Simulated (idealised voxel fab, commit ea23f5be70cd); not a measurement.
Proc. module: voxel self aligned vias
FYI the section here is cut, 155 nm wide, cells are 5 nm squares.
Notation: cross-section as square-cell grid; stated in bands, top first, going down; one or more cell rows per band. Quick guide to a band line: top height, bottom height (nm) up front; then every material left to right with its width in nm. Only one material and it's marked "everywhere"? Then it fills the band edge to edge. And "blank" just means empty space. Heights are expressed relative to 0, this being the level below which the as-received wafer comprises one material exclusively. The lowest band is unbounded in the downward direction and is denoted as in "0 down". It should be noted that a width expressed as "30..40" varies in equal increments from row to row of cells within the band, taking the value of the first number at the top row and that of the second number at the bottom row. "remained unchanged" -> step changed no cross-section cell. "Fully sealed cavities" - sealed voids, min. 8 cells, no opening to top; format: width x height at distance (distance from left edge; nm throughout). after a step's settings: what the simulator itself notes on the step. A step line may carry the setting "overlay nm", which, for steps involving a mask, states the distance by which the mask lay to the right of its intended position; negative values denote displacement to the left.
### The steps planned for the process are as follows
step 1: RECEIVE (material Si)
step 2: CONFORMAL_DEP (material SiO2; thk nm 10)
step 3: CONFORMAL_DEP (material SiCN; thk nm 5)
step 4: DIRECTIONAL_DEP (material SiO2; thk nm 20)
step 5: DIRECTIONAL_DEP (material aC; thk nm 15)
step 6: PATTERN (tone open; mask id LINES; material resist; width nm 25; pitch nm 60; thk nm 35; overlay nm 0)
step 7: DIRECTIONAL_ETCH (etch materials aC; depth nm 15)
step 8: STRIP (etch materials resist)
step 9: DIRECTIONAL_ETCH (etch materials SiO2; depth nm 20)
step 10: STRIP (etch materials aC)
step 11: CONFORMAL_DEP (material TiN; thk nm 5)
step 12: FILL_DEP (material W; thk nm 10)
step 13: CMP (height nm 35)
step 14: SELECTIVE_ETCH (etch materials W Ru TiN; depth nm 10)
step 15: FILL_DEP (material SiN; thk nm 10)
step 16: CMP (height nm 35)
step 17: DIRECTIONAL_DEP (material SiO2; thk nm 15)
step 18: PATTERN (tone open; mask id VIAS; material resist; width nm 35; pitch nm 60; thk nm 15; overlay nm 0)
step 19: DIRECTIONAL_ETCH (etch materials SiO2; depth nm 15)
step 20: DIRECTIONAL_ETCH (etch materials SiN; depth nm 10)
step 21: STRIP (etch materials resist)
step 22: CONFORMAL_DEP (material TiN; thk nm 5)
step 23: FILL_DEP (material W; thk nm 5)
step 24: CMP (height nm 50)
step 25: CONFORMAL_DEP (material SiCN; thk nm 5)
### The first of two wafers, run as planned
### Cross-section of the wafer at receipt, which is the condition after step 1
	0 down: Si everywhere
	Fully sealed cavities: none
### Wafer xsec, post step 2
	10 to 0: SiO2 everywhere
	Unchanged below 0.
### Wafer xsec, post step 3
	15 to 10: SiCN everywhere
	Unchanged below 10.
### Wafer xsec, post step 4
	35 to 15: SiO2 everywhere
	Unchanged below 15.
### Wafer xsec, post step 5
	50 to 35: aC everywhere
	Unchanged below 35.
### Wafer xsec, post step 6
	85 to 50: 35 nm resist, 25 nm blank, 35 nm resist, 25 nm blank, 35 nm resist
	Unchanged below 50.
### Wafer xsec, post step 7
	70 to 50: 35 nm resist, 25 nm blank, 35 nm resist, 25 nm blank, 35 nm resist
	50 to 35: 35 nm aC, 25 nm blank, 35 nm aC, 25 nm blank, 35 nm aC
	Unchanged below 35.
### Wafer xsec, post step 8
	50 to 35: 35 nm aC, 25 nm blank, 35 nm aC, 25 nm blank, 35 nm aC
	Unchanged below 35.
### Wafer xsec, post step 9
	50 to 35: 35 nm aC, 25 nm blank, 35 nm aC, 25 nm blank, 35 nm aC
	35 to 15: 35 nm SiO2, 25 nm blank, 35 nm SiO2, 25 nm blank, 35 nm SiO2
	Unchanged below 15.
### Wafer xsec, post step 10
	35 to 15: 35 nm SiO2, 25 nm blank, 35 nm SiO2, 25 nm blank, 35 nm SiO2
	Unchanged below 15.
### Wafer xsec, post step 11
	40 to 35: 40 nm TiN, 15 nm blank, 45 nm TiN, 15 nm blank, 40 nm TiN
	35 to 20: 35 nm SiO2, 5 nm TiN, 15 nm blank, 5 nm TiN, 35 nm SiO2, 5 nm TiN, 15 nm blank, 5 nm TiN, 35 nm SiO2
	20 to 15: 35 nm SiO2, 25 nm TiN, 35 nm SiO2, 25 nm TiN, 35 nm SiO2
	Unchanged below 15.
### Wafer xsec, post step 12
	50 to 40: W everywhere
	40 to 35: 40 nm TiN, 15 nm W, 45 nm TiN, 15 nm W, 40 nm TiN
	35 to 20: 35 nm SiO2, 5 nm TiN, 15 nm W, 5 nm TiN, 35 nm SiO2, 5 nm TiN, 15 nm W, 5 nm TiN, 35 nm SiO2
	Unchanged below 20.
### Wafer xsec, post step 13
	35 to 20: 35 nm SiO2, 5 nm TiN, 15 nm W, 5 nm TiN, 35 nm SiO2, 5 nm TiN, 15 nm W, 5 nm TiN, 35 nm SiO2
	Unchanged below 20.
### Wafer xsec, post step 14
	35 to 25: 35 nm SiO2, 25 nm blank, 35 nm SiO2, 25 nm blank, 35 nm SiO2
	Unchanged below 25.
### Wafer xsec, post step 15
	45 to 35: SiN everywhere
	35 to 25: 35 nm SiO2, 25 nm SiN, 35 nm SiO2, 25 nm SiN, 35 nm SiO2
	Unchanged below 25.
### Wafer xsec, post step 16
	35 to 25: 35 nm SiO2, 25 nm SiN, 35 nm SiO2, 25 nm SiN, 35 nm SiO2
	Unchanged below 25.
### Wafer xsec, post step 17
	50 to 35: SiO2 everywhere
	Unchanged below 35.
### Wafer xsec, post step 18
	65 to 50: 30 nm resist, 35 nm blank, 25 nm resist, 35 nm blank, 30 nm resist
	Unchanged below 50.
### Wafer xsec, post step 19
	65 to 50: 30 nm resist, 35 nm blank, 25 nm resist, 35 nm blank, 30 nm resist
	50 to 35: 30 nm SiO2, 35 nm blank, 25 nm SiO2, 35 nm blank, 30 nm SiO2
	Unchanged below 35.
### Wafer xsec, post step 20
	65 to 50: 30 nm resist, 35 nm blank, 25 nm resist, 35 nm blank, 30 nm resist
	50 to 35: 30 nm SiO2, 35 nm blank, 25 nm SiO2, 35 nm blank, 30 nm SiO2
	35 to 25: 35 nm SiO2, 25 nm blank, 35 nm SiO2, 25 nm blank, 35 nm SiO2
	Unchanged below 25.
### Wafer xsec, post step 21
	50 to 35: 30 nm SiO2, 35 nm blank, 25 nm SiO2, 35 nm blank, 30 nm SiO2
	Unchanged below 35.
### Wafer xsec, post step 22
	55 to 50: 35 nm TiN, 25 nm blank, 35 nm TiN, 25 nm blank, 35 nm TiN
	50 to 40: 30 nm SiO2, 5 nm TiN, 25 nm blank, 5 nm TiN, 25 nm SiO2, 5 nm TiN, 25 nm blank, 5 nm TiN, 30 nm SiO2
	40 to 30: 30..35 nm SiO2, 10..5 nm TiN, 15 nm blank, 10..5 nm TiN, 25..35 nm SiO2, 10..5 nm TiN, 15 nm blank, 10..5 nm TiN, 30..35 nm SiO2
	30 to 25: 35 nm SiO2, 25 nm TiN, 35 nm SiO2, 25 nm TiN, 35 nm SiO2
	Unchanged below 25.
### Wafer xsec, post step 23
	60 to 55: W everywhere
	55 to 50: 35 nm TiN, 25 nm W, 35 nm TiN, 25 nm W, 35 nm TiN
	50 to 40: 30 nm SiO2, 5 nm TiN, 25 nm W, 5 nm TiN, 25 nm SiO2, 5 nm TiN, 25 nm W, 5 nm TiN, 30 nm SiO2
	40 to 30: 30..35 nm SiO2, 10..5 nm TiN, 15 nm W, 10..5 nm TiN, 25..35 nm SiO2, 10..5 nm TiN, 15 nm W, 10..5 nm TiN, 30..35 nm SiO2
	Unchanged below 30.
### Wafer xsec, post step 24
	50 to 40: 30 nm SiO2, 5 nm TiN, 25 nm W, 5 nm TiN, 25 nm SiO2, 5 nm TiN, 25 nm W, 5 nm TiN, 30 nm SiO2
	Unchanged below 40.
### Wafer xsec, post step 25
	55 to 50: SiCN everywhere
	Unchanged below 50.
### second wafer: like start, like plan, one mistake. Through step 17 it matches the first wafer
### At the planned end of step 18, the second wafer in cross-section
	65 to 50: 35 nm resist, 35 nm blank, 25 nm resist, 35 nm blank, 25 nm resist
	Unchanged below 50.
### At the planned end of step 19, the second wafer in cross-section
	65 to 50: 35 nm resist, 35 nm blank, 25 nm resist, 35 nm blank, 25 nm resist
	50 to 35: 35 nm SiO2, 35 nm blank, 25 nm SiO2, 35 nm blank, 25 nm SiO2
	Unchanged below 35.
### At the planned end of step 20, the second wafer in cross-section
	65 to 50: 35 nm resist, 35 nm blank, 25 nm resist, 35 nm blank, 25 nm resist
	50 to 35: 35 nm SiO2, 35 nm blank, 25 nm SiO2, 35 nm blank, 25 nm SiO2
	35 to 25: 35 nm SiO2, 25 nm blank, 35 nm SiO2, 25 nm blank, 35 nm SiO2
	Unchanged below 25.
### At the planned end of step 21, the second wafer in cross-section
	50 to 35: 35 nm SiO2, 35 nm blank, 25 nm SiO2, 35 nm blank, 25 nm SiO2
	Unchanged below 35.
### At the planned end of step 22, the second wafer in cross-section
	55 to 50: 40 nm TiN, 25 nm blank, 35 nm TiN, 25 nm blank, 30 nm TiN
	50 to 40: 35 nm SiO2, 5 nm TiN, 25 nm blank, 5 nm TiN, 25 nm SiO2, 5 nm TiN, 25 nm blank, 5 nm TiN, 25 nm SiO2
	40 to 30: 35 nm SiO2, 5 nm TiN, 15 nm blank, 15..5 nm TiN, 25..35 nm SiO2, 5 nm TiN, 15 nm blank, 15..5 nm TiN, 25..35 nm SiO2
	30 to 25: 35 nm SiO2, 25 nm TiN, 35 nm SiO2, 25 nm TiN, 35 nm SiO2
	Unchanged below 25.
### At the planned end of step 23, the second wafer in cross-section
	60 to 55: W everywhere
	55 to 50: 40 nm TiN, 25 nm W, 35 nm TiN, 25 nm W, 30 nm TiN
	50 to 40: 35 nm SiO2, 5 nm TiN, 25 nm W, 5 nm TiN, 25 nm SiO2, 5 nm TiN, 25 nm W, 5 nm TiN, 25 nm SiO2
	40 to 30: 35 nm SiO2, 5 nm TiN, 15 nm W, 15..5 nm TiN, 25..35 nm SiO2, 5 nm TiN, 15 nm W, 15..5 nm TiN, 25..35 nm SiO2
	Unchanged below 30.
### At the planned end of step 24, the second wafer in cross-section
	50 to 40: 35 nm SiO2, 5 nm TiN, 25 nm W, 5 nm TiN, 25 nm SiO2, 5 nm TiN, 25 nm W, 5 nm TiN, 25 nm SiO2
	Unchanged below 40.
### At the planned end of step 25, the second wafer in cross-section
	55 to 50: SiCN everywhere
	Unchanged below 50.
What went wrong in running the wafer? step 18 off recipe, ran as PATTERN (tone open; mask id VIAS; material resist; width nm 35; pitch nm 60; thk nm 15; overlay nm 5)
At the end, each material covers as many cells on the second wafer as it does on the first, though the cells it covers are elsewhere.
